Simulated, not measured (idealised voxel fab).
You're looking at the process module voxel double patterning.
It is cross-section cut that appears here, measuring 235 nm in width, its square cells being 5 nm in size.
A cross-section is a grid of square cells, given in bands from the top down. A band is one or more rows of cells. Top, bottom (nm), then materials left to right with widths (nm); lone material tagged "throughout" fills the whole band edge to edge; "air" = empty space. Height reference: 0 = level under which incoming wafer is all one material. Lowest band: no bottom, runs on downward, e.g. "0 down". Read "30->40" as a graded width: first number on top, second number at the bottom, same change between each pair of neighbouring rows. "left unchanged" after a step means that no cell of the cross-section changed. Each empty space that has no open way to the top and spans at least 8 cells appears under "Sealed void listing" as width x height at distance, the distance counted from the left edge, all in nm. Where a step's line continues beyond its settings, the continuation is a remark by the simulator itself on that step. "overlay nm" answers the question of how far to the right of plan the mask lay on a step that has a mask, and when it is negative the answer is to the left.

# The planned process steps are enumerated hereunder
- 1: RECEIVE | material Si
- 2: CONFORMAL_DEP | material SiN | thk nm 5
- 3: DIRECTIONAL_DEP | material SiO2 | thk nm 15
- 4: DIRECTIONAL_DEP | material SiCN | thk nm 10
- 5: PATTERN | tone open | mask id FIRST | material resist | width nm 15 | pitch nm 50 | thk nm 15 | overlay nm 0
- 6: DIRECTIONAL_ETCH | etch materials SiCN | depth nm 10
- 7: STRIP | etch materials resist
- 8: MASKED_ETCH | tone open | mask id SECOND | width nm 15 | etch materials SiCN | depth nm 10 | overlay nm 0
- 9: DIRECTIONAL_ETCH | etch materials SiO2 | depth nm 15
- 10: STRIP | etch materials SiCN

# The first of two wafers, run as planned

# As-received wafer cross-section (after step 1)
0 down = Si throughout
Sealed void listing: none

# The following cross-section depicts the wafer upon completion of step 2
5 to 0 = SiN throughout
Below 0, no change.

# The following cross-section depicts the wafer upon completion of step 3
20 to 5 = SiO2 throughout
Below 5, no change.

# The following cross-section depicts the wafer upon completion of step 4
30 to 20 = SiCN throughout
Below 20, no change.

# The following cross-section depicts the wafer upon completion of step 5
45 to 30 = resist=85 | air=15 | resist=35 | air=15 | resist=85
Below 30, no change.

# The following cross-section depicts the wafer upon completion of step 6
45 to 30 = resist=85 | air=15 | resist=35 | air=15 | resist=85
30 to 20 = SiCN=85 | air=15 | SiCN=35 | air=15 | SiCN=85
Below 20, no change.

# The following cross-section depicts the wafer upon completion of step 7
30 to 20 = SiCN=85 | air=15 | SiCN=35 | air=15 | SiCN=85
Below 20, no change.

# The following cross-section depicts the wafer upon completion of step 8
30 to 20 = SiCN=85 | air=15 | SiCN=10 | air=15 | SiCN=10 | air=15 | SiCN=85
Below 20, no change.

# The following cross-section depicts the wafer upon completion of step 9
30 to 20 = SiCN=85 | air=15 | SiCN=10 | air=15 | SiCN=10 | air=15 | SiCN=85
20 to 5 = SiO2=85 | air=15 | SiO2=10 | air=15 | SiO2=10 | air=15 | SiO2=85
Below 5, no change.

# The following cross-section depicts the wafer upon completion of step 10
20 to 5 = SiO2=85 | air=15 | SiO2=10 | air=15 | SiO2=10 | air=15 | SiO2=85
Below 5, no change.

# Here the second wafer is described. Its start and its plan were those of the first wafer. Its run contained one mistake. Up to and including step 2, it did exactly what the first wafer did

# Second wafer, cut view, end of step 3 per plan
30 to 5 = SiO2 throughout
Below 5, no change.

# Second wafer, cut view, end of step 4 per plan
40 to 30 = SiCN throughout
Below 30, no change.

# Second wafer, cut view, end of step 5 per plan
55 to 40 = resist=85 | air=15 | resist=35 | air=15 | resist=85
Below 40, no change.

# Second wafer, cut view, end of step 6 per plan
55 to 40 = resist=85 | air=15 | resist=35 | air=15 | resist=85
40 to 30 = SiCN=85 | air=15 | SiCN=35 | air=15 | SiCN=85
Below 30, no change.

# Second wafer, cut view, end of step 7 per plan
40 to 30 = SiCN=85 | air=15 | SiCN=35 | air=15 | SiCN=85
Below 30, no change.

# Second wafer, cut view, end of step 8 per plan
40 to 30 = SiCN=85 | air=15 | SiCN=10 | air=15 | SiCN=10 | air=15 | SiCN=85
Below 30, no change.

# Second wafer, cut view, end of step 9 per plan
40 to 30 = SiCN=85 | air=15 | SiCN=10 | air=15 | SiCN=10 | air=15 | SiCN=85
30 to 15 = SiO2=85 | air=15 | SiO2=10 | air=15 | SiO2=10 | air=15 | SiO2=85
Below 15, no change.

# Second wafer, cut view, end of step 10 per plan
30 to 15 = SiO2=85 | air=15 | SiO2=10 | air=15 | SiO2=10 | air=15 | SiO2=85
Below 15, no change.
In executing the process, a mistake was made relative to the plan: step 3 was run on a setting that differed from the plan, and what really ran there is DIRECTIONAL_DEP | material SiO2 | thk nm 25
End check, counted in cells, second wafer has more or fewer of these materials than the first: +94 SiO2
